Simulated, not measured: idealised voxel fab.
Documented hereafter: the process module known as voxel ribs on slabs.
We display cut, a cross-section 240 nm in width whose square cells are each 5 nm.
Notation: cross-section as square-cell grid; stated in bands, top first, going down; one or more cell rows per band. Top, bottom (nm), then materials left to right with widths (nm); lone material tagged "edge to edge" fills the whole band edge to edge; "air" = empty space. Height reference: 0 = level under which incoming wafer is all one material. Lowest band: no bottom, runs on downward, e.g. "z 0 and below". Top row gets the first number, bottom row gets the second, and each row in between changes by the same step: that is how a band width like "30->40" works. Given "nothing different" for a step, no cell of the cross-section differs between before and after that step. Listed in "Completely sealed voids": every empty space of 8 or more cells without an open way to the top. Form: width x height at distance, the distance being from the left edge, all in nm. It should be noted that, on the line of a given step, the content following the step's settings is a remark produced by the simulator itself with respect to that step. "overlay nm", when on a step's line for a step with a mask, measures how far to the right of its planned place the mask lay; a negative measure means to the left.
-- The planned process steps are enumerated hereunder
1: RECEIVE (material Si)
2: DIRECTIONAL_DEP (material SiO2; thk nm 30)
3: DIRECTIONAL_DEP (material SiN; thk nm 20)
4: MASKED_ETCH (tone cover; mask id RIB; width nm 30; etch materials SiN; depth nm 10; overlay nm 0)
5: PATTERN (tone cover; mask id SLAB; material resist; width nm 70; thk nm 15; overlay nm 0)
6: DIRECTIONAL_ETCH (etch materials SiN; depth nm 10)
7: STRIP (etch materials resist)
8: FILL_DEP (material SiO2; thk nm 25)
9: CMP (height nm 65)
10: DIRECTIONAL_DEP (material TiN; thk nm 5)
11: MASKED_ETCH (tone cover; mask id HEATER; width nm 40; etch materials TiN; depth nm 5; overlay nm 0)
12: CONFORMAL_DEP (material SiN; thk nm 10)
-- Cross-section: wafer on arrival = after step 1
z 0 and below = Si edge to edge
Completely sealed voids: none
-- Cross-sectional result after module completion. Note: starting condition and plan are unchanged from above; one processing mistake was made
z 80 to 75 = air 90 nm / SiN 60 nm / air 90 nm
z 75 to 70 = SiN edge to edge
z 70 to 65 = SiN 100 nm / TiN 40 nm / SiN 100 nm
z 65 to 20 = SiO2 edge to edge
z 20 to 0 = SiN edge to edge
z 0 and below = Si edge to edge
Completely sealed voids: none
Finding, execution versus plan: deviation from plan: step 3 and step 2 executed in one another's positions
